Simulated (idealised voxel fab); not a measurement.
Name of the process module below: voxel capacitor over wiring
For reference, the cross-section in this document is cut, with width 180 nm and square cells of 5 nm.
Cross-section, as written here: a square-cell grid given band by band from the top down, where a band holds one or more rows of cells. A band entry consists of two parts. The first gives the height of the band's top and the height of its bottom, in nm. The rest lists the band's materials from left to right, each with its width in nm. A single material labelled with the word "edge to edge" fills the band from edge to edge, and the word "blank" marks empty space. Counting heights begins at 0, where everything beneath is, in the wafer as received, one material. The lowest band has no bottom; it goes on downwards, as "from 0 down" shows. Quick explanation for "30 to 40": the width changes in equal steps down the rows of cells, from the first number in the band's top row to the second number in its bottom row. "identical to before" means the step left every cell of the cross-section as it was. This entry, "Closed void inventory", enumerates those empty regions of no fewer than 8 cells that possess no open connection to the top. Each region is reported in the form width x height at distance, the distance being taken from the left edge, with all three quantities expressed in nm. If you see something after the settings on a step's line, that's the simulator's own remark about that step. Steps that use a mask can have "overlay nm" on their line. It says how far the mask sat to the right of where it was meant to be. Negative means to the left.
Process steps (planned)
- 1: RECEIVE: material Si
- 2: CONFORMAL_DEP: material SiO2, thk nm 10
- 3: DIRECTIONAL_DEP: material TiN, thk nm 5
- 4: DIRECTIONAL_DEP: material Ru, thk nm 15
- 5: PATTERN: tone cover, mask id METAL_1, material resist, width nm 25, pitch nm 85, thk nm 20, overlay nm 0
- 6: DIRECTIONAL_ETCH: etch materials Ru, depth nm 15
- 7: DIRECTIONAL_ETCH: etch materials TiN, depth nm 5
- 8: STRIP: etch materials resist
- 9: CONFORMAL_DEP: material SiCN, thk nm 5
- 10: FILL_DEP: material SiO2, thk nm 10
- 11: CMP: height nm 30
- 12: CONFORMAL_DEP: material SiCN, thk nm 5
- 13: DIRECTIONAL_DEP: material SiO2, thk nm 15
- 14: DIRECTIONAL_DEP: material aC, thk nm 10
- 15: PATTERN: tone open, mask id PLUG_1, material resist, width nm 15, thk nm 25, overlay nm 0
- 16: DIRECTIONAL_ETCH: etch materials aC, depth nm 10
- 17: STRIP: etch materials resist
- 18: DIRECTIONAL_ETCH: etch materials SiO2, depth nm 15
- 19: DIRECTIONAL_ETCH: etch materials SiCN, depth nm 5
- 20: STRIP: etch materials aC
- 21: EPI: material Ru, thk nm 10
- 22: EPI: material Ru, thk nm 10
- 23: DIRECTIONAL_DEP: material TiN, thk nm 10
- 24: DIRECTIONAL_DEP: material SiN, thk nm 5
- 25: DIRECTIONAL_DEP: material TiN, thk nm 5
- 26: DIRECTIONAL_DEP: material aC, thk nm 15
- 27: PATTERN: tone cover, mask id UPPER_PLATE, material resist, width nm 65, thk nm 35, overlay nm 0
- 28: DIRECTIONAL_ETCH: etch materials aC, depth nm 15
- 29: STRIP: etch materials resist
- 30: DIRECTIONAL_ETCH: etch materials TiN, depth nm 5
- 31: DIRECTIONAL_ETCH: etch materials SiN, depth nm 5
- 32: STRIP: etch materials aC
- 33: PATTERN: tone cover, mask id LOWER_PLATE, material resist, width nm 75, thk nm 15, overlay nm 0
- 34: DIRECTIONAL_ETCH: etch materials TiN, depth nm 10
- 35: STRIP: etch materials resist
- 36: FILL_DEP: material SiO2, thk nm 15
- 37: CMP: height nm 80
- 38: MASKED_ETCH: tone open, mask id PLUG_2, width nm 15, etch materials SiO2, depth nm 10, overlay nm 0
- 39: CONFORMAL_DEP: material TiN, thk nm 5
- 40: FILL_DEP: material Cu, thk nm 10
- 41: CMP: height nm 80
- 42: CONFORMAL_DEP: material SiN, thk nm 5
Cross-section of the incoming wafer, state after step 1
	from 0 down = Si edge to edge
	Closed void inventory: none
Starting structure and process plan are as shown above, but one mistake was made in running the module; the wafer cross-section at the end of the module follows
	from 85 to 80 = SiN edge to edge
	from 80 to 75 = 55 of SiO2, 5 of TiN, 5 of aC, 5 of TiN, 110 of SiO2
	from 75 to 65 = 55 to 45 of SiO2, 15 to 65 of TiN, 110 to 70 of SiO2
	from 65 to 60 = 45 of SiO2, 65 of SiN, 70 of SiO2
	from 60 to 50 = 40 of SiO2, 75 of TiN, 65 of SiO2
	from 50 to 35 = 45 of SiO2, 15 of Ru, 120 of SiO2
	from 35 to 30 = 45 of SiCN, 15 of Ru, 120 of SiCN
	from 30 to 15 = 30 of SiO2, 5 of SiCN, 25 of Ru, 5 of SiCN, 50 of SiO2, 5 of SiCN, 25 of Ru, 5 of SiCN, 30 of SiO2
	from 15 to 10 = 35 of SiCN, 25 of TiN, 60 of SiCN, 25 of TiN, 35 of SiCN
	from 10 to 0 = SiO2 edge to edge
	from 0 down = Si edge to edge
	Closed void inventory: none
Here's what went sideways: step 40 off recipe, ran as FILL_DEP: material aC, thk nm 10
